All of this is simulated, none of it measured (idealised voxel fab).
process module | voxel released beams
Square cells of 5 nm make up the cross-section cut, whose width is 275 nm.
Cross-section format: a grid of square cells, given as bands from top to bottom; each band is one or more rows of cells.
Band: top and bottom heights (nm) first, top before bottom; then materials from left to right, widths in nm. "everywhere" marks a sole material filling the band edge to edge. "blank" denotes empty space.
We count height from 0. Below that, the starting wafer is all one material. The lowest band never ends at the bottom but goes on down; see "from 0 down" for how that is written.
The two numbers in a width such as "30..40" mark its ends across the band: the first belongs to the top row of cells, the second to the bottom row, and from each row to the next the width moves by the same amount.
Where a step carries "no alteration", the cross-section came out of it unchanged, cell for cell.
What "Non-vented voids" gives you is every empty space of 8 cells or more that is cut off from the top. Each appears as width x height at distance, with the distance taken from the left edge and width, height and distance all in nm.
Where a step's line continues beyond its settings, the continuation is a remark by the simulator itself on that step.
overlay nm: step with mask; distance mask lay right of planned place; negative value = left of planned place.
## Steps planned for the process
1. RECEIVE | material Si
2. CONFORMAL_DEP | material SiN | thk nm 5
3. DIRECTIONAL_DEP | material SiO2 | thk nm 15
4. DIRECTIONAL_DEP | material aC | thk nm 15
5. PATTERN | tone open | mask id ANCHOR | material resist | width nm 35 | thk nm 35 | overlay nm 0
6. DIRECTIONAL_ETCH | etch materials aC | depth nm 15
7. STRIP | etch materials resist
8. DIRECTIONAL_ETCH | etch materials SiO2 | depth nm 15
9. STRIP | etch materials aC
10. CONFORMAL_DEP | material W | thk nm 15
11. MASKED_ETCH | tone cover | mask id BEAM | width nm 90 | etch materials W | depth nm 15 | overlay nm 0
12. STRIP | etch materials SiO2
## Here's what the wafer looked like in cross-section when it arrived - that's after step 1
	from 0 down: Si everywhere
	Non-vented voids: none
## Figure: cross-sectional view of the wafer upon completion of the module, processed from the initial state and according to the plan depicted above, with one error introduced during execution
	from 35 to 20: 90 nm blank; 55 nm W; 130 nm blank
	from 20 to 5: 80 nm blank; 15 nm W; 35 nm SiO2; 50 nm W; 95 nm blank
	from 5 to 0: SiN everywhere
	from 0 down: Si everywhere
	Non-vented voids: none
Deviation from plan: step 5 ran with different settings than intended, the actual operation and settings being PATTERN | tone cover | mask id ANCHOR | material resist | width nm 35 | thk nm 35 | overlay nm 0
